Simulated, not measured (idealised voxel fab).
voxel wiring stack: a process module
The cross-section on display is named cut; it measures 270 nm wide, and its cells are 5 nm squares.
A cross-section is written here as square cells arranged in a grid, and it is given in bands from the top down, each band taking up one or more rows of cells. Heads up on the band format: heights come first, top then bottom, in nm. After that it's the materials left to right, each with its width in nm. A single material flagged "edge to edge" fills the whole band edge to edge, and "blank" means there's empty space there. Heights are measured from 0, the level below which the as-received wafer is all one material; the lowest band has no bottom and continues downward, written as in "0 -> down". You'd read "30..40" like this: the band's top row of cells is as wide as the first number, its bottom row is as wide as the second, and going down, every row changes width by the same amount as the row before did. When a step is marked "no modification", none of the cells in the cross-section changed during that step. "Enclosed cavity list" means: voids of 8 cells or more that are shut off from the top with no open way through. Written width x height at distance, distance from the left edge, in nm. That trailing text on a step's line, after the settings, is the simulator's own remark on the step. "overlay nm" on a masked step: distance the mask lay right of its planned place, negative for left.
Planned step list for the process:
step 1: RECEIVE (material Si)
step 2: CONFORMAL_DEP (material SiO2; thk nm 15)
step 3: CONFORMAL_DEP (material SiN; thk nm 5)
step 4: DIRECTIONAL_DEP (material lowk; thk nm 15)
step 5: PATTERN (tone open; mask id METAL_1; material resist; width nm 30; pitch nm 60; thk nm 20; overlay nm 0)
step 6: DIRECTIONAL_ETCH (etch materials lowk; depth nm 15)
step 7: DIRECTIONAL_ETCH (etch materials SiN; depth nm 5)
step 8: STRIP (etch materials resist)
step 9: CONFORMAL_DEP (material TiN; thk nm 5)
step 10: FILL_DEP (material Cu; thk nm 5)
step 11: CMP (height nm 35)
step 12: CONFORMAL_DEP (material SiCN; thk nm 5)
step 13: DIRECTIONAL_DEP (material lowk; thk nm 30)
step 14: DIRECTIONAL_DEP (material aC; thk nm 10)
step 15: PATTERN (tone open; mask id METAL_2; material resist; width nm 30; pitch nm 60; thk nm 25; overlay nm 0)
step 16: DIRECTIONAL_ETCH (etch materials aC; depth nm 10)
step 17: STRIP (etch materials resist)
step 18: DIRECTIONAL_ETCH (etch materials lowk; depth nm 20)
step 19: STRIP (etch materials aC)
step 20: MASKED_ETCH (tone open; mask id METAL_2_HOLES; width nm 15; pitch nm 60; etch materials lowk; depth nm 10; overlay nm 0)
step 21: MASKED_ETCH (tone open; mask id METAL_2_HOLES; width nm 15; pitch nm 60; etch materials SiCN; depth nm 5; overlay nm 0)
step 22: CONFORMAL_DEP (material TiN; thk nm 5)
step 23: FILL_DEP (material Cu; thk nm 5)
step 24: CMP (height nm 70)
step 25: CONFORMAL_DEP (material SiCN; thk nm 5)
step 26: DIRECTIONAL_DEP (material lowk; thk nm 30)
step 27: DIRECTIONAL_DEP (material aC; thk nm 10)
step 28: PATTERN (tone open; mask id METAL_3_HOLES; material resist; width nm 15; pitch nm 120; thk nm 25; overlay nm 0)
step 29: DIRECTIONAL_ETCH (etch materials aC; depth nm 10)
step 30: STRIP (etch materials resist)
step 31: DIRECTIONAL_ETCH (etch materials lowk; depth nm 30)
step 32: STRIP (etch materials aC)
step 33: DIRECTIONAL_DEP (material aC; thk nm 10)
step 34: PATTERN (tone open; mask id METAL_3; material resist; width nm 30; pitch nm 60; thk nm 25; overlay nm 0)
step 35: DIRECTIONAL_ETCH (etch materials aC; depth nm 10)
step 36: STRIP (etch materials resist)
step 37: DIRECTIONAL_ETCH (etch materials lowk; depth nm 15)
step 38: DIRECTIONAL_ETCH (etch materials SiCN; depth nm 5)
step 39: STRIP (etch materials aC)
step 40: CONFORMAL_DEP (material TiN; thk nm 5)
step 41: FILL_DEP (material Cu; thk nm 5)
step 42: CMP (height nm 105)
step 43: CONFORMAL_DEP (material SiCN; thk nm 5)
Wafer, first of two, run as planned:
Shown in cross-section is the wafer as received, that is, as it stands after step 1:
> 0 -> down  Si edge to edge
> Enclosed cavity list: none
Step 2 complete: cross-section through the wafer:
> 15 -> 0  SiO2 edge to edge
> below 0: unchanged
Step 3 complete: cross-section through the wafer:
> 20 -> 15  SiN edge to edge
> below 15: unchanged
Step 4 complete: cross-section through the wafer:
> 35 -> 20  lowk edge to edge
> below 20: unchanged
Step 5 complete: cross-section through the wafer:
> 55 -> 35  30 of resist  30 of blank  30 of resist  30 of blank  30 of resist  30 of blank  30 of resist  30 of blank  30 of resist
> below 35: unchanged
Step 6 complete: cross-section through the wafer:
> 55 -> 35  30 of resist  30 of blank  30 of resist  30 of blank  30 of resist  30 of blank  30 of resist  30 of blank  30 of resist
> 35 -> 20  30 of lowk  30 of blank  30 of lowk  30 of blank  30 of lowk  30 of blank  30 of lowk  30 of blank  30 of lowk
> below 20: unchanged
Step 7 complete: cross-section through the wafer:
> 55 -> 35  30 of resist  30 of blank  30 of resist  30 of blank  30 of resist  30 of blank  30 of resist  30 of blank  30 of resist
> 35 -> 20  30 of lowk  30 of blank  30 of lowk  30 of blank  30 of lowk  30 of blank  30 of lowk  30 of blank  30 of lowk
> 20 -> 15  30 of SiN  30 of blank  30 of SiN  30 of blank  30 of SiN  30 of blank  30 of SiN  30 of blank  30 of SiN
> below 15: unchanged
Step 8 complete: cross-section through the wafer:
> 35 -> 20  30 of lowk  30 of blank  30 of lowk  30 of blank  30 of lowk  30 of blank  30 of lowk  30 of blank  30 of lowk
> below 20: unchanged
Step 9 complete: cross-section through the wafer:
> 40 -> 35  35 of TiN  20 of blank  40 of TiN  20 of blank  40 of TiN  20 of blank  40 of TiN  20 of blank  35 of TiN
> 35 -> 20  30 of lowk  5 of TiN  20 of blank  5 of TiN  30 of lowk  5 of TiN  20 of blank  5 of TiN  30 of lowk  5 of TiN  20 of blank  5 of TiN  30 of lowk  5 of TiN  20 of blank  5 of TiN  30 of lowk
> 20 -> 15  30 of SiN  30 of TiN  30 of SiN  30 of TiN  30 of SiN  30 of TiN  30 of SiN  30 of TiN  30 of SiN
> below 15: unchanged
Step 10 complete: cross-section through the wafer:
> 45 -> 40  Cu edge to edge
> 40 -> 35  35 of TiN  20 of Cu  40 of TiN  20 of Cu  40 of TiN  20 of Cu  40 of TiN  20 of Cu  35 of TiN
> 35 -> 20  30 of lowk  5 of TiN  20 of Cu  5 of TiN  30 of lowk  5 of TiN  20 of Cu  5 of TiN  30 of lowk  5 of TiN  20 of Cu  5 of TiN  30 of lowk  5 of TiN  20 of Cu  5 of TiN  30 of lowk
> below 20: unchanged
Step 11 complete: cross-section through the wafer:
> 35 -> 20  30 of lowk  5 of TiN  20 of Cu  5 of TiN  30 of lowk  5 of TiN  20 of Cu  5 of TiN  30 of lowk  5 of TiN  20 of Cu  5 of TiN  30 of lowk  5 of TiN  20 of Cu  5 of TiN  30 of lowk
> below 20: unchanged
Step 12 complete: cross-section through the wafer:
> 40 -> 35  SiCN edge to edge
> below 35: unchanged
Step 13 complete: cross-section through the wafer:
> 70 -> 40  lowk edge to edge
> below 40: unchanged
Step 14 complete: cross-section through the wafer:
> 80 -> 70  aC edge to edge
> below 70: unchanged
Step 15 complete: cross-section through the wafer:
> 105 -> 80  30 of resist  30 of blank  30 of resist  30 of blank  30 of resist  30 of blank  30 of resist  30 of blank  30 of resist
> below 80: unchanged
Step 16 complete: cross-section through the wafer:
> 95 -> 80  30 of resist  30 of blank  30 of resist  30 of blank  30 of resist  30 of blank  30 of resist  30 of blank  30 of resist
> 80 -> 70  30 of aC  30 of blank  30 of aC  30 of blank  30 of aC  30 of blank  30 of aC  30 of blank  30 of aC
> below 70: unchanged
Step 17 complete: cross-section through the wafer:
> 80 -> 70  30 of aC  30 of blank  30 of aC  30 of blank  30 of aC  30 of blank  30 of aC  30 of blank  30 of aC
> below 70: unchanged
Step 18 complete: cross-section through the wafer:
> 80 -> 70  30 of aC  30 of blank  30 of aC  30 of blank  30 of aC  30 of blank  30 of aC  30 of blank  30 of aC
> 70 -> 50  30 of lowk  30 of blank  30 of lowk  30 of blank  30 of lowk  30 of blank  30 of lowk  30 of blank  30 of lowk
> below 50: unchanged
Step 19 complete: cross-section through the wafer:
> 70 -> 50  30 of lowk  30 of blank  30 of lowk  30 of blank  30 of lowk  30 of blank  30 of lowk  30 of blank  30 of lowk
> below 50: unchanged
Step 20 complete: cross-section through the wafer:
> 70 -> 50  30 of lowk  30 of blank  30 of lowk  30 of blank  30 of lowk  30 of blank  30 of lowk  30 of blank  30 of lowk
> 50 -> 40  30 of lowk  15 of blank  45 of lowk  15 of blank  45 of lowk  15 of blank  45 of lowk  15 of blank  45 of lowk
> below 40: unchanged
Step 21 complete: cross-section through the wafer:
> 70 -> 50  30 of lowk  30 of blank  30 of lowk  30 of blank  30 of lowk  30 of blank  30 of lowk  30 of blank  30 of lowk
> 50 -> 40  30 of lowk  15 of blank  45 of lowk  15 of blank  45 of lowk  15 of blank  45 of lowk  15 of blank  45 of lowk
> 40 -> 35  30 of SiCN  15 of blank  45 of SiCN  15 of blank  45 of SiCN  15 of blank  45 of SiCN  15 of blank  45 of SiCN
> below 35: unchanged
Step 22 complete: cross-section through the wafer:
> 75 -> 70  35 of TiN  20 of blank  40 of TiN  20 of blank  40 of TiN  20 of blank  40 of TiN  20 of blank  35 of TiN
> 70 -> 55  30 of lowk  5 of TiN  20 of blank  5 of TiN  30 of lowk  5 of TiN  20 of blank  5 of TiN  30 of lowk  5 of TiN  20 of blank  5 of TiN  30 of lowk  5 of TiN  20 of blank  5 of TiN  30 of lowk
> 55 -> 50  30 of lowk  5 of TiN  5 of blank  20 of TiN  30 of lowk  5 of TiN  5 of blank  20 of TiN  30 of lowk  5 of TiN  5 of blank  20 of TiN  30 of lowk  5 of TiN  5 of blank  20 of TiN  30 of lowk
> 50 -> 40  30 of lowk  5 of TiN  5 of blank  5 of TiN  45 of lowk  5 of TiN  5 of blank  5 of TiN  45 of lowk  5 of TiN  5 of blank  5 of TiN  45 of lowk  5 of TiN  5 of blank  5 of TiN  45 of lowk
> 40 -> 35  30 of SiCN  15 of TiN  45 of SiCN  15 of TiN  45 of SiCN  15 of TiN  45 of SiCN  15 of TiN  45 of SiCN
> below 35: unchanged
Step 23 complete: cross-section through the wafer:
> 80 -> 75  Cu edge to edge
> 75 -> 70  35 of TiN  20 of Cu  40 of TiN  20 of Cu  40 of TiN  20 of Cu  40 of TiN  20 of Cu  35 of TiN
> 70 -> 55  30 of lowk  5 of TiN  20 of Cu  5 of TiN  30 of lowk  5 of TiN  20 of Cu  5 of TiN  30 of lowk  5 of TiN  20 of Cu  5 of TiN  30 of lowk  5 of TiN  20 of Cu  5 of TiN  30 of lowk
> 55 -> 50  30 of lowk  5 of TiN  5 of Cu  20 of TiN  30 of lowk  5 of TiN  5 of Cu  20 of TiN  30 of lowk  5 of TiN  5 of Cu  20 of TiN  30 of lowk  5 of TiN  5 of Cu  20 of TiN  30 of lowk
> 50 -> 40  30 of lowk  5 of TiN  5 of Cu  5 of TiN  45 of lowk  5 of TiN  5 of Cu  5 of TiN  45 of lowk  5 of TiN  5 of Cu  5 of TiN  45 of lowk  5 of TiN  5 of Cu  5 of TiN  45 of lowk
> below 40: unchanged
Step 24 complete: cross-section through the wafer:
> 70 -> 55  30 of lowk  5 of TiN  20 of Cu  5 of TiN  30 of lowk  5 of TiN  20 of Cu  5 of TiN  30 of lowk  5 of TiN  20 of Cu  5 of TiN  30 of lowk  5 of TiN  20 of Cu  5 of TiN  30 of lowk
> below 55: unchanged
Step 25 complete: cross-section through the wafer:
> 75 -> 70  SiCN edge to edge
> below 70: unchanged
Step 26 complete: cross-section through the wafer:
> 105 -> 75  lowk edge to edge
> below 75: unchanged
Step 27 complete: cross-section through the wafer:
> 115 -> 105  aC edge to edge
> below 105: unchanged
Step 28 complete: cross-section through the wafer:
> 140 -> 115  30 of resist  15 of blank  105 of resist  15 of blank  105 of resist
> below 115: unchanged
Step 29 complete: cross-section through the wafer:
> 130 -> 115  30 of resist  15 of blank  105 of resist  15 of blank  105 of resist
> 115 -> 105  30 of aC  15 of blank  105 of aC  15 of blank  105 of aC
> below 105: unchanged
Step 30 complete: cross-section through the wafer:
> 115 -> 105  30 of aC  15 of blank  105 of aC  15 of blank  105 of aC
> below 105: unchanged
Step 31 complete: cross-section through the wafer:
> 115 -> 105  30 of aC  15 of blank  105 of aC  15 of blank  105 of aC
> 105 -> 75  30 of lowk  15 of blank  105 of lowk  15 of blank  105 of lowk
> below 75: unchanged
Step 32 complete: cross-section through the wafer:
> 105 -> 75  30 of lowk  15 of blank  105 of lowk  15 of blank  105 of lowk
> below 75: unchanged
Step 33 complete: cross-section through the wafer:
> 115 -> 105  30 of aC  15 of blank  105 of aC  15 of blank  105 of aC
> 105 -> 85  30 of lowk  15 of blank  105 of lowk  15 of blank  105 of lowk
> 85 -> 75  30 of lowk  15 of aC  105 of lowk  15 of aC  105 of lowk
> below 75: unchanged
Step 34 complete: cross-section through the wafer:
> 140 -> 115  30 of resist  30 of blank  30 of resist  30 of blank  30 of resist  30 of blank  30 of resist  30 of blank  30 of resist
> below 115: unchanged
Step 35 complete: cross-section through the wafer:
> 130 -> 115  30 of resist  30 of blank  30 of resist  30 of blank  30 of resist  30 of blank  30 of resist  30 of blank  30 of resist
> 115 -> 105  30 of aC  30 of blank  30 of aC  30 of blank  30 of aC  30 of blank  30 of aC  30 of blank  30 of aC
> 105 -> 75  30 of lowk  15 of blank  105 of lowk  15 of blank  105 of lowk
> below 75: unchanged
Step 36 complete: cross-section through the wafer:
> 115 -> 105  30 of aC  30 of blank  30 of aC  30 of blank  30 of aC  30 of blank  30 of aC  30 of blank  30 of aC
> below 105: unchanged
Step 37 complete: cross-section through the wafer:
> 115 -> 105  30 of aC  30 of blank  30 of aC  30 of blank  30 of aC  30 of blank  30 of aC  30 of blank  30 of aC
> 105 -> 90  30 of lowk  30 of blank  30 of lowk  30 of blank  30 of lowk  30 of blank  30 of lowk  30 of blank  30 of lowk
> below 90: unchanged
Step 38 complete: cross-section through the wafer:
> 115 -> 105  30 of aC  30 of blank  30 of aC  30 of blank  30 of aC  30 of blank  30 of aC  30 of blank  30 of aC
> 105 -> 90  30 of lowk  30 of blank  30 of lowk  30 of blank  30 of lowk  30 of blank  30 of lowk  30 of blank  30 of lowk
> 90 -> 75  30 of lowk  15 of blank  105 of lowk  15 of blank  105 of lowk
> 75 -> 70  30 of SiCN  15 of blank  105 of SiCN  15 of blank  105 of SiCN
> below 70: unchanged
Step 39 complete: cross-section through the wafer:
> 105 -> 90  30 of lowk  30 of blank  30 of lowk  30 of blank  30 of lowk  30 of blank  30 of lowk  30 of blank  30 of lowk
> below 90: unchanged
Step 40 complete: cross-section through the wafer:
> 110 -> 105  35 of TiN  20 of blank  40 of TiN  20 of blank  40 of TiN  20 of blank  40 of TiN  20 of blank  35 of TiN
> 105 -> 95  30 of lowk  5 of TiN  20 of blank  5 of TiN  30 of lowk  5 of TiN  20 of blank  5 of TiN  30 of lowk  5 of TiN  20 of blank  5 of TiN  30 of lowk  5 of TiN  20 of blank  5 of TiN  30 of lowk
> 95 -> 90  30 of lowk  5 of TiN  5 of blank  20 of TiN  30 of lowk  30 of TiN  30 of lowk  5 of TiN  5 of blank  20 of TiN  30 of lowk  30 of TiN  30 of lowk
> 90 -> 75  30 of lowk  5 of TiN  5 of blank  5 of TiN  105 of lowk  5 of TiN  5 of blank  5 of TiN  105 of lowk
> 75 -> 70  30 of SiCN  15 of TiN  105 of SiCN  15 of TiN  105 of SiCN
> below 70: unchanged
Step 41 complete: cross-section through the wafer:
> 115 -> 110  Cu edge to edge
> 110 -> 105  35 of TiN  20 of Cu  40 of TiN  20 of Cu  40 of TiN  20 of Cu  40 of TiN  20 of Cu  35 of TiN
> 105 -> 95  30 of lowk  5 of TiN  20 of Cu  5 of TiN  30 of lowk  5 of TiN  20 of Cu  5 of TiN  30 of lowk  5 of TiN  20 of Cu  5 of TiN  30 of lowk  5 of TiN  20 of Cu  5 of TiN  30 of lowk
> 95 -> 90  30 of lowk  5 of TiN  5 of Cu  20 of TiN  30 of lowk  30 of TiN  30 of lowk  5 of TiN  5 of Cu  20 of TiN  30 of lowk  30 of TiN  30 of lowk
> 90 -> 75  30 of lowk  5 of TiN  5 of Cu  5 of TiN  105 of lowk  5 of TiN  5 of Cu  5 of TiN  105 of lowk
> below 75: unchanged
Step 42 complete: cross-section through the wafer:
> 105 -> 95  30 of lowk  5 of TiN  20 of Cu  5 of TiN  30 of lowk  5 of TiN  20 of Cu  5 of TiN  30 of lowk  5 of TiN  20 of Cu  5 of TiN  30 of lowk  5 of TiN  20 of Cu  5 of TiN  30 of lowk
> below 95: unchanged
Step 43 complete: cross-section through the wafer:
> 110 -> 105  SiCN edge to edge
> below 105: unchanged
Second wafer - shared start and plan with the first - one error in running - same as the first up to step 21 inclusive:
Second wafer, section view, time point: scheduled end of step 22:
> 75 -> 70  35 of SiO2  20 of blank  40 of SiO2  20 of blank  40 of SiO2  20 of blank  40 of SiO2  20 of blank  35 of SiO2
> 70 -> 55  30 of lowk  5 of SiO2  20 of blank  5 of SiO2  30 of lowk  5 of SiO2  20 of blank  5 of SiO2  30 of lowk  5 of SiO2  20 of blank  5 of SiO2  30 of lowk  5 of SiO2  20 of blank  5 of SiO2  30 of lowk
> 55 -> 50  30 of lowk  5 of SiO2  5 of blank  20 of SiO2  30 of lowk  5 of SiO2  5 of blank  20 of SiO2  30 of lowk  5 of SiO2  5 of blank  20 of SiO2  30 of lowk  5 of SiO2  5 of blank  20 of SiO2  30 of lowk
> 50 -> 40  30 of lowk  5 of SiO2  5 of blank  5 of SiO2  45 of lowk  5 of SiO2  5 of blank  5 of SiO2  45 of lowk  5 of SiO2  5 of blank  5 of SiO2  45 of lowk  5 of SiO2  5 of blank  5 of SiO2  45 of lowk
> 40 -> 35  30 of SiCN  15 of SiO2  45 of SiCN  15 of SiO2  45 of SiCN  15 of SiO2  45 of SiCN  15 of SiO2  45 of SiCN
> below 35: unchanged
Second wafer, section view, time point: scheduled end of step 23:
> 80 -> 75  Cu edge to edge
> 75 -> 70  35 of SiO2  20 of Cu  40 of SiO2  20 of Cu  40 of SiO2  20 of Cu  40 of SiO2  20 of Cu  35 of SiO2
> 70 -> 55  30 of lowk  5 of SiO2  20 of Cu  5 of SiO2  30 of lowk  5 of SiO2  20 of Cu  5 of SiO2  30 of lowk  5 of SiO2  20 of Cu  5 of SiO2  30 of lowk  5 of SiO2  20 of Cu  5 of SiO2  30 of lowk
> 55 -> 50  30 of lowk  5 of SiO2  5 of Cu  20 of SiO2  30 of lowk  5 of SiO2  5 of Cu  20 of SiO2  30 of lowk  5 of SiO2  5 of Cu  20 of SiO2  30 of lowk  5 of SiO2  5 of Cu  20 of SiO2  30 of lowk
> 50 -> 40  30 of lowk  5 of SiO2  5 of Cu  5 of SiO2  45 of lowk  5 of SiO2  5 of Cu  5 of SiO2  45 of lowk  5 of SiO2  5 of Cu  5 of SiO2  45 of lowk  5 of SiO2  5 of Cu  5 of SiO2  45 of lowk
> below 40: unchanged
Second wafer, section view, time point: scheduled end of step 24:
> 70 -> 55  30 of lowk  5 of SiO2  20 of Cu  5 of SiO2  30 of lowk  5 of SiO2  20 of Cu  5 of SiO2  30 of lowk  5 of SiO2  20 of Cu  5 of SiO2  30 of lowk  5 of SiO2  20 of Cu  5 of SiO2  30 of lowk
> below 55: unchanged
Second wafer, section view, time point: scheduled end of step 25:
> 75 -> 70  SiCN edge to edge
> below 70: unchanged
Second wafer, section view, time point: scheduled end of step 26:
> 105 -> 75  lowk edge to edge
> below 75: unchanged
Second wafer, section view, time point: scheduled end of step 27:
> 115 -> 105  aC edge to edge
> below 105: unchanged
Second wafer, section view, time point: scheduled end of step 28:
> 140 -> 115  30 of resist  15 of blank  105 of resist  15 of blank  105 of resist
> below 115: unchanged
Second wafer, section view, time point: scheduled end of step 29:
> 130 -> 115  30 of resist  15 of blank  105 of resist  15 of blank  105 of resist
> 115 -> 105  30 of aC  15 of blank  105 of aC  15 of blank  105 of aC
> below 105: unchanged
Second wafer, section view, time point: scheduled end of step 30:
> 115 -> 105  30 of aC  15 of blank  105 of aC  15 of blank  105 of aC
> below 105: unchanged
Second wafer, section view, time point: scheduled end of step 31:
> 115 -> 105  30 of aC  15 of blank  105 of aC  15 of blank  105 of aC
> 105 -> 75  30 of lowk  15 of blank  105 of lowk  15 of blank  105 of lowk
> below 75: unchanged
Second wafer, section view, time point: scheduled end of step 32:
> 105 -> 75  30 of lowk  15 of blank  105 of lowk  15 of blank  105 of lowk
> below 75: unchanged
Second wafer, section view, time point: scheduled end of step 33:
> 115 -> 105  30 of aC  15 of blank  105 of aC  15 of blank  105 of aC
> 105 -> 85  30 of lowk  15 of blank  105 of lowk  15 of blank  105 of lowk
> 85 -> 75  30 of lowk  15 of aC  105 of lowk  15 of aC  105 of lowk
> below 75: unchanged
Second wafer, section view, time point: scheduled end of step 34:
> 140 -> 115  30 of resist  30 of blank  30 of resist  30 of blank  30 of resist  30 of blank  30 of resist  30 of blank  30 of resist
> below 115: unchanged
Second wafer, section view, time point: scheduled end of step 35:
> 130 -> 115  30 of resist  30 of blank  30 of resist  30 of blank  30 of resist  30 of blank  30 of resist  30 of blank  30 of resist
> 115 -> 105  30 of aC  30 of blank  30 of aC  30 of blank  30 of aC  30 of blank  30 of aC  30 of blank  30 of aC
> 105 -> 75  30 of lowk  15 of blank  105 of lowk  15 of blank  105 of lowk
> below 75: unchanged
Second wafer, section view, time point: scheduled end of step 36:
> 115 -> 105  30 of aC  30 of blank  30 of aC  30 of blank  30 of aC  30 of blank  30 of aC  30 of blank  30 of aC
> below 105: unchanged
Second wafer, section view, time point: scheduled end of step 37:
> 115 -> 105  30 of aC  30 of blank  30 of aC  30 of blank  30 of aC  30 of blank  30 of aC  30 of blank  30 of aC
> 105 -> 90  30 of lowk  30 of blank  30 of lowk  30 of blank  30 of lowk  30 of blank  30 of lowk  30 of blank  30 of lowk
> below 90: unchanged
Second wafer, section view, time point: scheduled end of step 38:
> 115 -> 105  30 of aC  30 of blank  30 of aC  30 of blank  30 of aC  30 of blank  30 of aC  30 of blank  30 of aC
> 105 -> 90  30 of lowk  30 of blank  30 of lowk  30 of blank  30 of lowk  30 of blank  30 of lowk  30 of blank  30 of lowk
> 90 -> 75  30 of lowk  15 of blank  105 of lowk  15 of blank  105 of lowk
> 75 -> 70  30 of SiCN  15 of blank  105 of SiCN  15 of blank  105 of SiCN
> below 70: unchanged
Second wafer, section view, time point: scheduled end of step 39:
> 105 -> 90  30 of lowk  30 of blank  30 of lowk  30 of blank  30 of lowk  30 of blank  30 of lowk  30 of blank  30 of lowk
> below 90: unchanged
Second wafer, section view, time point: scheduled end of step 40:
> 110 -> 105  35 of TiN  20 of blank  40 of TiN  20 of blank  40 of TiN  20 of blank  40 of TiN  20 of blank  35 of TiN
> 105 -> 95  30 of lowk  5 of TiN  20 of blank  5 of TiN  30 of lowk  5 of TiN  20 of blank  5 of TiN  30 of lowk  5 of TiN  20 of blank  5 of TiN  30 of lowk  5 of TiN  20 of blank  5 of TiN  30 of lowk
> 95 -> 90  30 of lowk  5 of TiN  5 of blank  20 of TiN  30 of lowk  30 of TiN  30 of lowk  5 of TiN  5 of blank  20 of TiN  30 of lowk  30 of TiN  30 of lowk
> 90 -> 75  30 of lowk  5 of TiN  5 of blank  5 of TiN  105 of lowk  5 of TiN  5 of blank  5 of TiN  105 of lowk
> 75 -> 70  30 of SiCN  15 of TiN  105 of SiCN  15 of TiN  105 of SiCN
> below 70: unchanged
Second wafer, section view, time point: scheduled end of step 41:
> 115 -> 110  Cu edge to edge
> 110 -> 105  35 of TiN  20 of Cu  40 of TiN  20 of Cu  40 of TiN  20 of Cu  40 of TiN  20 of Cu  35 of TiN
> 105 -> 95  30 of lowk  5 of TiN  20 of Cu  5 of TiN  30 of lowk  5 of TiN  20 of Cu  5 of TiN  30 of lowk  5 of TiN  20 of Cu  5 of TiN  30 of lowk  5 of TiN  20 of Cu  5 of TiN  30 of lowk
> 95 -> 90  30 of lowk  5 of TiN  5 of Cu  20 of TiN  30 of lowk  30 of TiN  30 of lowk  5 of TiN  5 of Cu  20 of TiN  30 of lowk  30 of TiN  30 of lowk
> 90 -> 75  30 of lowk  5 of TiN  5 of Cu  5 of TiN  105 of lowk  5 of TiN  5 of Cu  5 of TiN  105 of lowk
> below 75: unchanged
Second wafer, section view, time point: scheduled end of step 42:
> 105 -> 95  30 of lowk  5 of TiN  20 of Cu  5 of TiN  30 of lowk  5 of TiN  20 of Cu  5 of TiN  30 of lowk  5 of TiN  20 of Cu  5 of TiN  30 of lowk  5 of TiN  20 of Cu  5 of TiN  30 of lowk
> below 95: unchanged
Second wafer, section view, time point: scheduled end of step 43:
> 110 -> 105  SiCN edge to edge
> below 105: unchanged
The mistake made against the process plan was this: step 22 was run on a setting that differed from the plan, and what really ran there is CONFORMAL_DEP (material SiO2; thk nm 5)
Final tally in cells, some materials are higher or lower on the second wafer than on the first: SiO2: 72 more; TiN: 72 fewer
